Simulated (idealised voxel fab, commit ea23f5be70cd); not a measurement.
Title: Process Module voxel trench capacitor
280 nm wide, 5 nm square cells: that's cross-section cut.
Cross-section layout: square cells on a grid; listed as bands, top to bottom; a band spans one or more cell rows.
Heads up on the band format: heights come first, top then bottom, in nm. After that it's the materials left to right, each with its width in nm. A single material flagged "throughout" fills the whole band edge to edge, and "blank" means there's empty space there.
Heads up on the height convention: 0 is the point under which the incoming wafer is all one material, and the lowest band has no bottom, it just keeps going down, like "0 down".
The width entry "30->40" should be interpreted row by row: the top row of cells in the band takes the first number, the bottom row takes the second number, and the change between adjacent rows is uniform throughout.
The cross-section has no changed cell in any step marked "nothing different".
So "Tabulated closed voids" is basically the list of trapped voids: any empty space of 8 cells or more that can't reach the top through an opening. They're written width x height at distance, the distance being from the left edge, and it's all nm.
It should be noted that, on the line of a given step, the content following the step's settings is a remark produced by the simulator itself with respect to that step.
overlay nm: mask right of planned place by this much (step with mask). Neg. = left.

PROCESS STEPS (PLANNED)
1 RECEIVE,material Si
2 CONFORMAL_DEP,material SiN,thk nm 10
3 PATTERN,tone open,mask id TRENCH,material resist,width nm 15,pitch nm 45,thk nm 15,overlay nm 0
4 DIRECTIONAL_ETCH,etch materials SiN,depth nm 10
5 DIRECTIONAL_ETCH,etch materials Si,depth nm 35
6 STRIP,etch materials resist
7 CONFORMAL_DEP,material Al2O3,thk nm 5
8 FILL_DEP,material polySi,thk nm 10
9 CMP,height nm 10
Wafer-to-wafer difference: width nm, step 3. Common start. Plan = first wafer's value.

THE FIRST OF SEVERAL WAFERS AS RECEIVED, SHOWN IN CROSS-SECTION; THIS IS ITS STATE AFTER STEP 1
0 down = Si throughout
Tabulated closed voids: none

THE FIGURE BELOW PRESENTS A CROSS-SECTION OF THE FIRST OF SEVERAL WAFERS AT THE CONCLUSION OF THE MODULE, FOLLOWING ITS LAST STEP, STEP 9
10 to 0 = SiN (65)  Al2O3 (5)  polySi (5)  Al2O3 (5)  SiN (30)  Al2O3 (5)  polySi (5)  Al2O3 (5)  SiN (30)  Al2O3 (5)  polySi (5)  Al2O3 (5)  SiN (30)  Al2O3 (5)  polySi (5)  Al2O3 (5)  SiN (65)
0 to -30 = Si (65)  Al2O3 (5)  polySi (5)  Al2O3 (5)  Si (30)  Al2O3 (5)  polySi (5)  Al2O3 (5)  Si (30)  Al2O3 (5)  polySi (5)  Al2O3 (5)  Si (30)  Al2O3 (5)  polySi (5)  Al2O3 (5)  Si (65)
-30 to -35 = Si (65)  Al2O3 (15)  Si (30)  Al2O3 (15)  Si (30)  Al2O3 (15)  Si (30)  Al2O3 (15)  Si (65)
-35 down = Si throughout
Tabulated closed voids: none

A CROSS-SECTION THROUGH THE LAST WAFER AT THE CLOSE OF THE MODULE
10 to 0 = SiN (60)  Al2O3 (5)  polySi (20)  Al2O3 (5)  SiN (15)  Al2O3 (5)  polySi (20)  Al2O3 (5)  SiN (15)  Al2O3 (5)  polySi (20)  Al2O3 (5)  SiN (15)  Al2O3 (5)  polySi (20)  Al2O3 (5)  SiN (55)
0 to -30 = Si (60)  Al2O3 (5)  polySi (20)  Al2O3 (5)  Si (15)  Al2O3 (5)  polySi (20)  Al2O3 (5)  Si (15)  Al2O3 (5)  polySi (20)  Al2O3 (5)  Si (15)  Al2O3 (5)  polySi (20)  Al2O3 (5)  Si (55)
-30 to -35 = Si (60)  Al2O3 (30)  Si (15)  Al2O3 (30)  Si (15)  Al2O3 (30)  Si (15)  Al2O3 (30)  Si (55)
-35 down = Si throughout
Tabulated closed voids: none

END OF MODULE, BY WAFER: MATERIAL-BY-MATERIAL CELL GAIN (+) OR LOSS (-) SINCE RECEIPT, THEN CLOSED VOIDS
width nm 15; +76 Al2O3; -84 Si; +88 SiN; +32 polySi; Tabulated closed voids: none
width nm 20; +80 Al2O3; -112 Si; +80 SiN; +64 polySi; Tabulated closed voids: none
width nm 25; +84 Al2O3; -140 Si; +72 SiN; +96 polySi; Tabulated closed voids: none
width nm 30; +88 Al2O3; -168 Si; +64 SiN; +128 polySi; Tabulated closed voids: none
